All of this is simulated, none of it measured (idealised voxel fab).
process module | voxel transistor to metal
cross-section cut | 285 nm wide | cells 5 nm
A cross-section is a grid of square cells, given in bands from the top down. A band is one or more rows of cells.
Each band's line starts with the height of the band's top and of its bottom, in nm. Then come its materials from left to right, each with its width in nm. One material with "throughout" fills the band from edge to edge. "air" is empty space.
Height 0 is the level under which the wafer as received is all one material. The lowest band goes on downwards, as in "0 down".
A width such as "30 to 40" changes by the same amount from each row of cells to the next, from the band's top row to its bottom row.
"no change" after a step means that no cell of the cross-section changed.
closed voids: empty space of 8 cells or more with no open way to the top, each as width x height at its distance from the left edge, in nm
after a step's settings: what the simulator itself notes on the step
overlay nm, on a step with a mask: how far to the right of its planned place the mask lay; to the left if negative
plan
1 op RECEIVE | material Si
2 op CONFORMAL_DEP | material SiO2 | thk nm 5
3 op CONFORMAL_DEP | material SiN | thk nm 10
4 op PATTERN | tone cover | mask id ACTIVE | material resist | width nm 115 | pitch nm 135 | thk nm 20 | overlay nm 0
5 op DIRECTIONAL_ETCH | etch materials SiN | depth nm 10
6 op DIRECTIONAL_ETCH | etch materials SiO2 | depth nm 5
7 op DIRECTIONAL_ETCH | etch materials Si | depth nm 20
8 op STRIP | etch materials resist
9 op FILL_DEP | material SiO2 | thk nm 5
10 op CMP | height nm 15
11 op SELECTIVE_ETCH | etch materials SiO2 | depth nm 10
12 op STRIP | etch materials SiN
13 op SELECTIVE_ETCH | etch materials SiO2 | depth nm 5
14 op OXIDIZE | depth nm 5
15 op DIRECTIONAL_DEP | material polySi | thk nm 30
16 op DIRECTIONAL_DEP | material SiCN | thk nm 15
17 op PATTERN | tone cover | mask id GATE | material resist | width nm 25 | pitch nm 135 | thk nm 20 | overlay nm 0
18 op DIRECTIONAL_ETCH | etch materials SiCN | depth nm 25
19 op DIRECTIONAL_ETCH | etch materials polySi | depth nm 40
20 op STRIP | etch materials resist
21 op CONFORMAL_DEP | material SiO2 | thk nm 5
22 op DIRECTIONAL_ETCH | etch materials SiO2 | depth nm 5
23 op CONFORMAL_DEP | material SiN | thk nm 5
24 op DIRECTIONAL_ETCH | etch materials SiN | depth nm 5
25 op DIRECTIONAL_ETCH | etch materials SiO2 | depth nm 5
26 op DIRECTIONAL_ETCH | etch materials Si | depth nm 10
27 op EPI | material pSi | thk nm 15
28 op FILL_DEP | material SiO2 | thk nm 5
29 op CMP | height nm 45
30 op DIRECTIONAL_DEP | material SiO2 | thk nm 10
31 op PATTERN | tone open | mask id CONTACT | material resist | width nm 15 | thk nm 15 | overlay nm 0
32 op DIRECTIONAL_ETCH | etch materials SiO2 | depth nm 55
33 op STRIP | etch materials resist
34 op CONFORMAL_DEP | material TiN | thk nm 5
35 op FILL_DEP | material W | thk nm 10
36 op CMP | height nm 55
37 op CONFORMAL_DEP | material SiCN | thk nm 5
38 op DIRECTIONAL_DEP | material SiO2 | thk nm 20
39 op DIRECTIONAL_DEP | material aC | thk nm 10
40 op PATTERN | tone open | mask id METAL_1 | material resist | width nm 15 | thk nm 30 | overlay nm 0
41 op DIRECTIONAL_ETCH | etch materials aC | depth nm 10
42 op STRIP | etch materials resist
43 op DIRECTIONAL_ETCH | etch materials SiO2 | depth nm 20
44 op DIRECTIONAL_ETCH | etch materials SiCN | depth nm 5
45 op STRIP | etch materials aC
46 op CONFORMAL_DEP | material TiN | thk nm 5
47 op FILL_DEP | material Cu | thk nm 5
48 op CMP | height nm 80
49 op CONFORMAL_DEP | material SiCN | thk nm 5
50 op DIRECTIONAL_DEP | material lowk | thk nm 35
51 op PATTERN | tone open | mask id METAL_2 | material resist | width nm 15 | pitch nm 135 | thk nm 15 | overlay nm 0
52 op DIRECTIONAL_ETCH | etch materials lowk | depth nm 10
53 op STRIP | etch materials resist
54 op MASKED_ETCH | tone open | mask id METAL_2_HOLES | width nm 15 | pitch nm 135 | etch materials lowk | depth nm 15 | overlay nm 0
55 op MASKED_ETCH | tone open | mask id METAL_2_HOLES | width nm 15 | pitch nm 135 | etch materials SiCN | depth nm 5 | overlay nm 0
56 op CONFORMAL_DEP | material TiN | thk nm 5
57 op FILL_DEP | material Ru | thk nm 5
58 op CMP | height nm 120
59 op CONFORMAL_DEP | material SiN | thk nm 5
varied across the wafers: depth nm of step 52. The plan shows the first wafer's value. All wafers start alike
first wafer as received, after step 1
  0 down: Si throughout
  closed voids: none
first wafer at the end, after step 59
  125 to 120: SiN throughout
  120 to 100: lowk 25 | TiN 5 | Ru 5 | TiN 5 | lowk 120 | TiN 5 | Ru 5 | TiN 5 | lowk 110
  100 to 95: lowk 25 | TiN 15 | lowk 120 | TiN 15 | lowk 110
  95 to 85: lowk throughout
  85 to 80: SiCN throughout
  80 to 60: SiO2 25 | TiN 5 | Cu 5 | TiN 5 | SiO2 65 | TiN 5 | Cu 5 | TiN 5 | SiO2 40 | TiN 5 | Cu 5 | TiN 5 | SiO2 65 | TiN 5 | Cu 5 | TiN 5 | SiO2 30
  60 to 55: SiCN 25 | TiN 15 | SiCN 65 | TiN 15 | SiCN 40 | TiN 15 | SiCN 65 | TiN 15 | SiCN 30
  55 to 45: SiO2 25 | TiN 5 | W 5 | TiN 5 | SiO2 65 | TiN 5 | W 5 | TiN 5 | SiO2 40 | TiN 5 | W 5 | TiN 5 | SiO2 65 | TiN 5 | W 5 | TiN 5 | SiO2 30
  45 to 30: SiO2 25 | TiN 5 | W 5 | TiN 5 | SiO2 10 | SiN 5 | SiO2 5 | SiCN 25 | SiO2 5 | SiN 5 | SiO2 10 | TiN 5 | W 5 | TiN 5 | SiO2 40 | TiN 5 | W 5 | TiN 5 | SiO2 10 | SiN 5 | SiO2 5 | SiCN 25 | SiO2 5 | SiN 5 | SiO2 10 | TiN 5 | W 5 | TiN 5 | SiO2 30
  30 to 15: SiO2 25 | TiN 5 | W 5 | TiN 5 | SiO2 10 | SiN 5 | SiO2 5 | polySi 25 | SiO2 5 | SiN 5 | SiO2 10 | TiN 5 | W 5 | TiN 5 | SiO2 40 | TiN 5 | W 5 | TiN 5 | SiO2 10 | SiN 5 | SiO2 5 | polySi 25 | SiO2 5 | SiN 5 | SiO2 10 | TiN 5 | W 5 | TiN 5 | SiO2 30
  15 to 10: SiO2 25 | TiN 15 | SiO2 10 | SiN 5 | SiO2 5 | polySi 25 | SiO2 5 | SiN 5 | SiO2 10 | TiN 15 | SiO2 40 | TiN 15 | SiO2 10 | SiN 5 | SiO2 5 | polySi 25 | SiO2 5 | SiN 5 | SiO2 10 | TiN 15 | SiO2 30
  10 to 0: SiO2 25 | TiN 10 | pSi 15 | SiN 5 | SiO2 5 | polySi 25 | SiO2 5 | SiN 5 | pSi 15 | TiN 10 | SiO2 40 | TiN 10 | pSi 15 | SiN 5 | SiO2 5 | polySi 25 | SiO2 5 | SiN 5 | pSi 15 | TiN 10 | SiO2 30
  0 to -5: SiO2 10 | pSi 40 | SiO2 45 | pSi 40 | SiO2 10 | pSi 40 | SiO2 45 | pSi 40 | SiO2 15
  -5 to -15: SiO2 15 | pSi 35 | Si 45 | pSi 35 | SiO2 20 | pSi 35 | Si 45 | pSi 35 | SiO2 20
  -15 to -20: SiO2 15 | Si 115 | SiO2 20 | Si 115 | SiO2 20
  -20 down: Si throughout
  closed voids: none
last wafer at the end
  125 to 120: SiN throughout
  120 to 85: lowk 25 | TiN 5 | Ru 5 | TiN 5 | lowk 120 | TiN 5 | Ru 5 | TiN 5 | lowk 110
  85 to 80: SiCN 25 | TiN 15 | SiCN 120 | TiN 15 | SiCN 110
  80 to 60: SiO2 25 | TiN 5 | Cu 5 | TiN 5 | SiO2 65 | TiN 5 | Cu 5 | TiN 5 | SiO2 40 | TiN 5 | Cu 5 | TiN 5 | SiO2 65 | TiN 5 | Cu 5 | TiN 5 | SiO2 30
  60 to 55: SiCN 25 | TiN 15 | SiCN 65 | TiN 15 | SiCN 40 | TiN 15 | SiCN 65 | TiN 15 | SiCN 30
  55 to 45: SiO2 25 | TiN 5 | W 5 | TiN 5 | SiO2 65 | TiN 5 | W 5 | TiN 5 | SiO2 40 | TiN 5 | W 5 | TiN 5 | SiO2 65 | TiN 5 | W 5 | TiN 5 | SiO2 30
  45 to 30: SiO2 25 | TiN 5 | W 5 | TiN 5 | SiO2 10 | SiN 5 | SiO2 5 | SiCN 25 | SiO2 5 | SiN 5 | SiO2 10 | TiN 5 | W 5 | TiN 5 | SiO2 40 | TiN 5 | W 5 | TiN 5 | SiO2 10 | SiN 5 | SiO2 5 | SiCN 25 | SiO2 5 | SiN 5 | SiO2 10 | TiN 5 | W 5 | TiN 5 | SiO2 30
  30 to 15: SiO2 25 | TiN 5 | W 5 | TiN 5 | SiO2 10 | SiN 5 | SiO2 5 | polySi 25 | SiO2 5 | SiN 5 | SiO2 10 | TiN 5 | W 5 | TiN 5 | SiO2 40 | TiN 5 | W 5 | TiN 5 | SiO2 10 | SiN 5 | SiO2 5 | polySi 25 | SiO2 5 | SiN 5 | SiO2 10 | TiN 5 | W 5 | TiN 5 | SiO2 30
  15 to 10: SiO2 25 | TiN 15 | SiO2 10 | SiN 5 | SiO2 5 | polySi 25 | SiO2 5 | SiN 5 | SiO2 10 | TiN 15 | SiO2 40 | TiN 15 | SiO2 10 | SiN 5 | SiO2 5 | polySi 25 | SiO2 5 | SiN 5 | SiO2 10 | TiN 15 | SiO2 30
  10 to 0: SiO2 25 | TiN 10 | pSi 15 | SiN 5 | SiO2 5 | polySi 25 | SiO2 5 | SiN 5 | pSi 15 | TiN 10 | SiO2 40 | TiN 10 | pSi 15 | SiN 5 | SiO2 5 | polySi 25 | SiO2 5 | SiN 5 | pSi 15 | TiN 10 | SiO2 30
  0 to -5: SiO2 10 | pSi 40 | SiO2 45 | pSi 40 | SiO2 10 | pSi 40 | SiO2 45 | pSi 40 | SiO2 15
  -5 to -15: SiO2 15 | pSi 35 | Si 45 | pSi 35 | SiO2 20 | pSi 35 | Si 45 | pSi 35 | SiO2 20
  -15 to -20: SiO2 15 | Si 115 | SiO2 20 | Si 115 | SiO2 20
  -20 down: Si throughout
  closed voids: none
each wafer at the end: cells of each material gained (+) or lost (-) since it was received, then its closed voids
depth nm 10 | +16 Cu | +8 Ru | -146 Si | +132 SiCN | +93 SiN | +591 SiO2 | +158 TiN | +32 W | +369 lowk | +112 pSi | +60 polySi | closed voids: none
depth nm 15 | +16 Cu | +10 Ru | -146 Si | +132 SiCN | +93 SiN | +591 SiO2 | +162 TiN | +32 W | +363 lowk | +112 pSi | +60 polySi | closed voids: none
depth nm 20 | +16 Cu | +14 Ru | -146 Si | +126 SiCN | +93 SiN | +591 SiO2 | +170 TiN | +32 W | +357 lowk | +112 pSi | +60 polySi | closed voids: none
depth nm 25 | +16 Cu | +14 Ru | -146 Si | +126 SiCN | +93 SiN | +591 SiO2 | +170 TiN | +32 W | +357 lowk | +112 pSi | +60 polySi | closed voids: none
depth nm 30 | +16 Cu | +14 Ru | -146 Si | +126 SiCN | +93 SiN | +591 SiO2 | +170 TiN | +32 W | +357 lowk | +112 pSi | +60 polySi | closed voids: none
depth nm 35 | +16 Cu | +14 Ru | -146 Si | +126 SiCN | +93 SiN | +591 SiO2 | +170 TiN | +32 W | +357 lowk | +112 pSi | +60 polySi | closed voids: none
